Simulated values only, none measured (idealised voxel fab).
The name of this process module is voxel double patterning.
Square cells of 5 nm make up the cross-section cut, whose width is 230 nm.
How to read a cross-section here: the picture is a grid of square cells, written as bands going from the top down, and any band can span one or more rows of cells. A band entry consists of two parts. The first gives the height of the band's top and the height of its bottom, in nm. The rest lists the band's materials from left to right, each with its width in nm. A single material labelled with the word "all across" fills the band from edge to edge, and the word "air" marks empty space. Height 0 is the level under which the wafer as received is all one material. The lowest band goes on downwards, as in "0 -> down". The width entry "30->40" should be interpreted row by row: the top row of cells in the band takes the first number, the bottom row takes the second number, and the change between adjacent rows is uniform throughout. Reading "remained the same" for a step: not a cell of the cross-section changed in it. "Sealed internal voids": sealed empty spaces, 8 cells or more, no open way to top, listed width x height at distance, with distance from the left edge and width, height and distance in nm. Post-settings text on a step line: simulator's own remark regarding the step. A step line may carry the setting "overlay nm", which, for steps involving a mask, states the distance by which the mask lay to the right of its intended position; negative values denote displacement to the left.

[The process steps that were planned are listed below]
1,RECEIVE with material Si
2,CONFORMAL_DEP with material SiO2, thk nm 5
3,DIRECTIONAL_DEP with material W, thk nm 20
4,DIRECTIONAL_DEP with material SiCN, thk nm 10
5,DIRECTIONAL_DEP with material aC, thk nm 10
6,PATTERN with tone open, mask id FIRST, material resist, width nm 15, pitch nm 50, thk nm 25, overlay nm 0
7,DIRECTIONAL_ETCH with etch materials aC, depth nm 10
8,STRIP with etch materials resist
9,DIRECTIONAL_ETCH with etch materials SiCN, depth nm 10
10,STRIP with etch materials aC
11,MASKED_ETCH with tone open, mask id SECOND, width nm 15, pitch nm 50, etch materials SiCN, depth nm 10, overlay nm 0
12,DIRECTIONAL_ETCH with etch materials W, depth nm 20
13,STRIP with etch materials SiCN

[as received, after step 1]
- 0 -> down = Si all across
- Sealed internal voids: none

[Wafer at module end, in section. Began as above, planned as above, run with one mistake]
- 25 -> 5 = W (50) / air (25) / W (5) / air (15) / W (5) / air (25) / W (5) / air (15) / W (5) / air (25) / W (55)
- 5 -> 0 = SiO2 all across
- 0 -> down = Si all across
- Sealed internal voids: none
Here's what went sideways: in deviation from the planned setting, step 6 was conducted as PATTERN with tone open, mask id FIRST, material resist, width nm 25, pitch nm 50, thk nm 25, overlay nm 0
